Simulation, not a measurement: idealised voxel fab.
process module | voxel ribs on slabs
cross-section cut | 240 nm wide | cells 5 nm
A cross-section is a grid of square cells, given in bands from the top down. A band is one or more rows of cells.
Each band's line starts with the height of the band's top and of its bottom, in nm. Then come its materials from left to right, each with its width in nm. One material with "throughout" fills the band from edge to edge. "air" is empty space.
Height 0 is the level under which the wafer as received is all one material. The lowest band goes on downwards, as in "0 down".
A width such as "30 to 40" changes by the same amount from each row of cells to the next, from the band's top row to its bottom row.
"no change" after a step means that no cell of the cross-section changed.
closed voids: empty space of 8 cells or more with no open way to the top, each as width x height at its distance from the left edge, in nm
after a step's settings: what the simulator itself notes on the step
overlay nm, on a step with a mask: how far to the right of its planned place the mask lay; to the left if negative
plan
1 op RECEIVE | material Si
2 op DIRECTIONAL_DEP | material SiO2 | thk nm 30
3 op DIRECTIONAL_DEP | material SiN | thk nm 25
4 op DIRECTIONAL_DEP | material aC | thk nm 10
5 op PATTERN | tone cover | mask id RIB | material resist | width nm 15 | thk nm 25 | overlay nm 0
6 op DIRECTIONAL_ETCH | etch materials aC | depth nm 10
7 op STRIP | etch materials resist
8 op DIRECTIONAL_ETCH | etch materials SiN | depth nm 15
9 op STRIP | etch materials aC
10 op DIRECTIONAL_DEP | material aC | thk nm 15
11 op PATTERN | tone cover | mask id SLAB | material resist | width nm 45 | thk nm 35 | overlay nm 0
12 op DIRECTIONAL_ETCH | etch materials aC | depth nm 15
13 op STRIP | etch materials resist
14 op DIRECTIONAL_ETCH | etch materials SiN | depth nm 10
15 op STRIP | etch materials aC
16 op FILL_DEP | material SiO2 | thk nm 20
17 op CMP | height nm 65
18 op DIRECTIONAL_DEP | material W | thk nm 10
19 op DIRECTIONAL_DEP | material aC | thk nm 15
20 op PATTERN | tone cover | mask id HEATER | material resist | width nm 25 | thk nm 30 | overlay nm 0
21 op DIRECTIONAL_ETCH | etch materials aC | depth nm 15
22 op STRIP | etch materials resist
23 op DIRECTIONAL_ETCH | etch materials W | depth nm 10
24 op STRIP | etch materials aC
25 op CONFORMAL_DEP | material SiN | thk nm 5
first wafer, as planned
as received, after step 1
  0 down: Si throughout
  closed voids: none
after step 2
  30 to 0: SiO2 throughout
  below 0: unchanged
after step 3
  55 to 30: SiN throughout
  below 30: unchanged
after step 4
  65 to 55: aC throughout
  below 55: unchanged
after step 5
  90 to 65: air 110 | resist 15 | air 115
  below 65: unchanged
after step 6
  80 to 65: air 110 | resist 15 | air 115
  65 to 55: air 110 | aC 15 | air 115
  below 55: unchanged
after step 7
  65 to 55: air 110 | aC 15 | air 115
  below 55: unchanged
after step 8
  65 to 55: air 110 | aC 15 | air 115
  55 to 40: air 110 | SiN 15 | air 115
  below 40: unchanged
after step 9
  55 to 40: air 110 | SiN 15 | air 115
  below 40: unchanged
after step 10
  70 to 55: air 110 | aC 15 | air 115
  55 to 40: aC 110 | SiN 15 | aC 115
  below 40: unchanged
after step 11
  105 to 70: air 95 | resist 45 | air 100
  70 to 55: air 95 | resist 15 | aC 15 | resist 15 | air 100
  below 55: unchanged
after step 12
  90 to 70: air 95 | resist 45 | air 100
  70 to 55: air 95 | resist 15 | aC 15 | resist 15 | air 100
  55 to 40: air 95 | aC 15 | SiN 15 | aC 15 | air 100
  below 40: unchanged
after step 13
  70 to 55: air 110 | aC 15 | air 115
  below 55: unchanged
after step 14
  70 to 55: air 110 | aC 15 | air 115
  55 to 40: air 95 | aC 15 | SiN 15 | aC 15 | air 100
  40 to 30: air 95 | SiN 45 | air 100
  below 30: unchanged
after step 15
  55 to 40: air 110 | SiN 15 | air 115
  below 40: unchanged
after step 16
  75 to 55: SiO2 throughout
  55 to 40: SiO2 110 | SiN 15 | SiO2 115
  40 to 30: SiO2 95 | SiN 45 | SiO2 100
  below 30: unchanged
after step 17
  65 to 55: SiO2 throughout
  below 55: unchanged
after step 18
  75 to 65: W throughout
  below 65: unchanged
after step 19
  90 to 75: aC throughout
  below 75: unchanged
after step 20
  120 to 90: air 105 | resist 25 | air 110
  below 90: unchanged
after step 21
  105 to 90: air 105 | resist 25 | air 110
  90 to 75: air 105 | aC 25 | air 110
  below 75: unchanged
after step 22
  90 to 75: air 105 | aC 25 | air 110
  below 75: unchanged
after step 23
  90 to 75: air 105 | aC 25 | air 110
  75 to 65: air 105 | W 25 | air 110
  below 65: unchanged
after step 24
  75 to 65: air 105 | W 25 | air 110
  below 65: unchanged
after step 25
  80 to 75: air 100 | SiN 35 | air 105
  75 to 70: air 100 | SiN 5 | W 25 | SiN 5 | air 105
  70 to 65: SiN 105 | W 25 | SiN 110
  below 65: unchanged
second wafer: like start, like plan, one mistake. Through step 1 it matches the first wafer
when step 2 should have ended
  25 to 0: SiN throughout
  below 0: unchanged
when step 3 should have ended
  55 to 25: SiO2 throughout
  below 25: unchanged
when step 4 should have ended
  65 to 55: aC throughout
  below 55: unchanged
when step 5 should have ended
  90 to 65: air 110 | resist 15 | air 115
  below 65: unchanged
when step 6 should have ended
  80 to 65: air 110 | resist 15 | air 115
  65 to 55: air 110 | aC 15 | air 115
  below 55: unchanged
when step 7 should have ended
  65 to 55: air 110 | aC 15 | air 115
  below 55: unchanged
when step 8 should have ended: no change
when step 9 should have ended
  55 to 25: SiO2 throughout
  below 25: unchanged
when step 10 should have ended
  70 to 55: aC throughout
  below 55: unchanged
when step 11 should have ended
  105 to 70: air 95 | resist 45 | air 100
  below 70: unchanged
when step 12 should have ended
  90 to 70: air 95 | resist 45 | air 100
  70 to 55: air 95 | aC 45 | air 100
  below 55: unchanged
when step 13 should have ended
  70 to 55: air 95 | aC 45 | air 100
  below 55: unchanged
when step 14 should have ended: no change
when step 15 should have ended
  55 to 25: SiO2 throughout
  below 25: unchanged
when step 16 should have ended
  75 to 25: SiO2 throughout
  below 25: unchanged
when step 17 should have ended
  65 to 25: SiO2 throughout
  below 25: unchanged
when step 18 should have ended
  75 to 65: W throughout
  below 65: unchanged
when step 19 should have ended
  90 to 75: aC throughout
  below 75: unchanged
when step 20 should have ended
  120 to 90: air 105 | resist 25 | air 110
  below 90: unchanged
when step 21 should have ended
  105 to 90: air 105 | resist 25 | air 110
  90 to 75: air 105 | aC 25 | air 110
  below 75: unchanged
when step 22 should have ended
  90 to 75: air 105 | aC 25 | air 110
  below 75: unchanged
when step 23 should have ended
  90 to 75: air 105 | aC 25 | air 110
  75 to 65: air 105 | W 25 | air 110
  below 65: unchanged
when step 24 should have ended
  75 to 65: air 105 | W 25 | air 110
  below 65: unchanged
when step 25 should have ended
  80 to 75: air 100 | SiN 35 | air 105
  75 to 70: air 100 | SiN 5 | W 25 | SiN 5 | air 105
  70 to 65: SiN 105 | W 25 | SiN 110
  below 65: unchanged
what went wrong: steps 2 and 3 were swapped
at the end the second wafer has, in cells: 213 more of SiN | 213 fewer of SiO2
